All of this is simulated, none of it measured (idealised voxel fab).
The following process module bears the name voxel wiring stack.
cross-section cut | 240 nm wide | cells 5 nm
Notation: cross-section as square-cell grid; stated in bands, top first, going down; one or more cell rows per band.
Quick guide to a band line: top height, bottom height (nm) up front; then every material left to right with its width in nm. Only one material and it's marked "full width"? Then it fills the band edge to edge. And "empty" just means empty space.
Below 0: as-received wafer, all one material; heights counted from there. Lowest band: no bottom, goes on down, written "top 0, no bottom".
Read "30 to 40" as a graded width: first number on top, second number at the bottom, same change between each pair of neighbouring rows.
Reading "remained unchanged" for a step: not a cell of the cross-section changed in it.
Look at "Trapped void list" for the closed voids: empty spaces with no open path to the top, sized 8 cells or up. Each is width x height at distance, distance from the left edge, all nm.
Read whatever lies past the settings on a step's line as the simulator's own remark about the step.
The "overlay nm" setting may appear on a step's line; for a step that uses a mask, it gives how far to the right of its planned position the mask lay, and a negative value indicates the left.

# plan
| 1 | RECEIVE (material Si) |
| 2 | CONFORMAL_DEP (material SiO2; thk nm 15) |
| 3 | DIRECTIONAL_DEP (material TiN; thk nm 5) |
| 4 | DIRECTIONAL_DEP (material Ru; thk nm 25) |
| 5 | PATTERN (tone cover; mask id METAL_1; material resist; width nm 25; pitch nm 45; thk nm 20; overlay nm 0) |
| 6 | DIRECTIONAL_ETCH (etch materials Ru; depth nm 25) |
| 7 | DIRECTIONAL_ETCH (etch materials TiN; depth nm 5) |
| 8 | STRIP (etch materials resist) |
| 9 | FILL_DEP (material lowk; thk nm 10) |
| 10 | CMP (height nm 45) |
| 11 | CONFORMAL_DEP (material SiCN; thk nm 5) |
| 12 | DIRECTIONAL_DEP (material lowk; thk nm 25) |
| 13 | DIRECTIONAL_DEP (material aC; thk nm 10) |
| 14 | PATTERN (tone open; mask id METAL_2_HOLES; material resist; width nm 15; pitch nm 45; thk nm 25; overlay nm 0) |
| 15 | DIRECTIONAL_ETCH (etch materials aC; depth nm 10) |
| 16 | STRIP (etch materials resist) |
| 17 | DIRECTIONAL_ETCH (etch materials lowk; depth nm 25) |
| 18 | STRIP (etch materials aC) |
| 19 | MASKED_ETCH (tone open; mask id METAL_2; width nm 25; pitch nm 45; etch materials lowk; depth nm 15; overlay nm 0) |
| 20 | MASKED_ETCH (tone open; mask id METAL_2; width nm 25; pitch nm 45; etch materials SiCN; depth nm 5; overlay nm 0) |
| 21 | CONFORMAL_DEP (material TiN; thk nm 5) |
| 22 | FILL_DEP (material Cu; thk nm 10) |
| 23 | CMP (height nm 75) |
| 24 | CONFORMAL_DEP (material SiCN; thk nm 5) |

# As received (post step 1): cross-section
	top 0, no bottom = Si full width
	Trapped void list: none

# The module was run from the start shown above using the plan shown above, but one mistake was made doing it; the resulting wafer cross-section is below
	top 80, bottom 75 = SiCN full width
	top 75, bottom 65 = 40 of lowk, 5 of TiN, 15 of Cu, 5 of TiN, 20 of lowk, 5 of TiN, 15 of Cu, 5 of TiN, 20 of lowk, 5 of TiN, 15 of Cu, 5 of TiN, 20 of lowk, 5 of TiN, 15 of Cu, 5 of TiN, 40 of lowk
	top 65, bottom 55 = 40 of lowk, 5 of TiN, 5 of Cu, 15 to 5 of TiN, 20 to 30 of lowk, 5 of TiN, 5 of Cu, 15 to 5 of TiN, 20 to 30 of lowk, 5 of TiN, 5 of Cu, 15 to 5 of TiN, 20 to 30 of lowk, 5 of TiN, 5 of Cu, 15 to 5 of TiN, 40 to 50 of lowk
	top 55, bottom 50 = 40 of lowk, 15 of TiN, 30 of lowk, 15 of TiN, 30 of lowk, 15 of TiN, 30 of lowk, 15 of TiN, 50 of lowk
	top 50, bottom 45 = SiO2 full width
	top 45, bottom 20 = 40 of lowk, 25 of Ru, 20 of lowk, 25 of Ru, 20 of lowk, 25 of Ru, 20 of lowk, 25 of Ru, 40 of lowk
	top 20, bottom 15 = 40 of lowk, 25 of TiN, 20 of lowk, 25 of TiN, 20 of lowk, 25 of TiN, 20 of lowk, 25 of TiN, 40 of lowk
	top 15, bottom 0 = SiO2 full width
	top 0, no bottom = Si full width
	Trapped void list: none
Finding, execution versus plan: the process deviated at step 11: the operation and settings actually run there were CONFORMAL_DEP (material SiO2; thk nm 5)
